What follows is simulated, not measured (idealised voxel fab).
The name of this process module is voxel capacitor over wiring.
It is cross-section cut that appears here, measuring 175 nm in width, its square cells being 5 nm in size.
Square cells in a grid make up a cross-section in this document, and the grid is given as bands, listed from the top down, each one or more rows of cells.
Basically the band line says how high the top is and how high the bottom is, in nm, and then what's in it from left to right, every material with its width in nm. Empty space shows up as "empty", and if a single material carries "full width" it runs the full band edge to edge.
Below 0: as-received wafer, all one material; heights counted from there. Lowest band: no bottom, goes on down, written "top 0, no bottom".
Width "30 to 40": first value at the band's top row of cells, second value at its bottom row, equal change from row to row.
What does "remained the same" mean for a step? It means no cell of the cross-section changed in that step.
You'll see "Closed void list" listing empty spaces that have no way open to the top, as long as they're 8 cells or more; the notation is width x height at distance, where the distance is from the left edge, and all of it is in nm.
On each step's line, the part that comes after the settings is the simulator's own comment on the step.
overlay nm: mask right of planned place by this much (step with mask). Neg. = left.
**Process steps foreseen in the plan**
1) RECEIVE: material Si
2) CONFORMAL_DEP: material SiO2, thk nm 10
3) DIRECTIONAL_DEP: material TiN, thk nm 5
4) DIRECTIONAL_DEP: material Ru, thk nm 20
5) DIRECTIONAL_DEP: material aC, thk nm 15
6) PATTERN: tone cover, mask id METAL_1, material resist, width nm 25, pitch nm 75, thk nm 30, overlay nm 0
7) DIRECTIONAL_ETCH: etch materials aC, depth nm 15
8) STRIP: etch materials resist
9) DIRECTIONAL_ETCH: etch materials Ru, depth nm 20
10) DIRECTIONAL_ETCH: etch materials TiN, depth nm 5
11) STRIP: etch materials aC
12) FILL_DEP: material lowk, thk nm 10
13) CMP: height nm 35
14) CONFORMAL_DEP: material SiCN, thk nm 5
15) DIRECTIONAL_DEP: material SiO2, thk nm 20
16) DIRECTIONAL_DEP: material aC, thk nm 10
17) PATTERN: tone open, mask id PLUG_1, material resist, width nm 15, thk nm 25, overlay nm 0
18) DIRECTIONAL_ETCH: etch materials aC, depth nm 10
19) STRIP: etch materials resist
20) DIRECTIONAL_ETCH: etch materials SiO2, depth nm 20
21) DIRECTIONAL_ETCH: etch materials SiCN, depth nm 5
22) STRIP: etch materials aC
23) EPI: material Ru, thk nm 10
24) EPI: material Ru, thk nm 10
25) EPI: material Ru, thk nm 5
26) DIRECTIONAL_DEP: material TiN, thk nm 10
27) DIRECTIONAL_DEP: material SiN, thk nm 5
28) DIRECTIONAL_DEP: material TiN, thk nm 5
29) PATTERN: tone cover, mask id UPPER_PLATE, material resist, width nm 55, thk nm 15, overlay nm 0
30) DIRECTIONAL_ETCH: etch materials TiN, depth nm 5
31) DIRECTIONAL_ETCH: etch materials SiN, depth nm 5
32) STRIP: etch materials resist
33) MASKED_ETCH: tone cover, mask id LOWER_PLATE, width nm 65, etch materials TiN, depth nm 10, overlay nm 0
34) FILL_DEP: material SiO2, thk nm 20
35) CMP: height nm 95
36) DIRECTIONAL_DEP: material aC, thk nm 10
37) PATTERN: tone open, mask id PLUG_2, material resist, width nm 15, thk nm 30, overlay nm 0
38) DIRECTIONAL_ETCH: etch materials aC, depth nm 10
39) STRIP: etch materials resist
40) DIRECTIONAL_ETCH: etch materials SiO2, depth nm 15
41) STRIP: etch materials aC
42) CONFORMAL_DEP: material TiN, thk nm 5
43) FILL_DEP: material Cu, thk nm 5
44) CMP: height nm 95
45) CONFORMAL_DEP: material SiN, thk nm 5
**Cross-section, incoming material, after step 1**
- top 0, no bottom  Si full width
- Closed void list: none
**The module was run from the start shown above using the plan shown above, but one mistake was made doing it; the resulting wafer cross-section is below**
- top 100, bottom 95  SiN full width
- top 95, bottom 85  55 SiO2; 5 TiN; 5 Cu; 5 TiN; 105 SiO2
- top 85, bottom 75  55 to 45 SiO2; 15 to 55 TiN; 105 to 75 SiO2
- top 75, bottom 70  45 SiO2; 55 SiN; 75 SiO2
- top 70, bottom 60  40 SiO2; 65 TiN; 70 SiO2
- top 60, bottom 40  45 SiO2; 15 Ru; 115 SiO2
- top 40, bottom 35  45 SiCN; 15 Ru; 115 SiCN
- top 35, bottom 15  35 lowk; 30 Ru; 45 lowk; 30 Ru; 35 lowk
- top 15, bottom 10  35 lowk; 30 TiN; 45 lowk; 30 TiN; 35 lowk
- top 10, bottom 0  SiO2 full width
- top 0, no bottom  Si full width
- Closed void list: none
Finding, execution versus plan: so step 6 ended up running with a different setting than we planned, it ran as PATTERN: tone cover, mask id METAL_1, material resist, width nm 30, pitch nm 75, thk nm 30, overlay nm 0
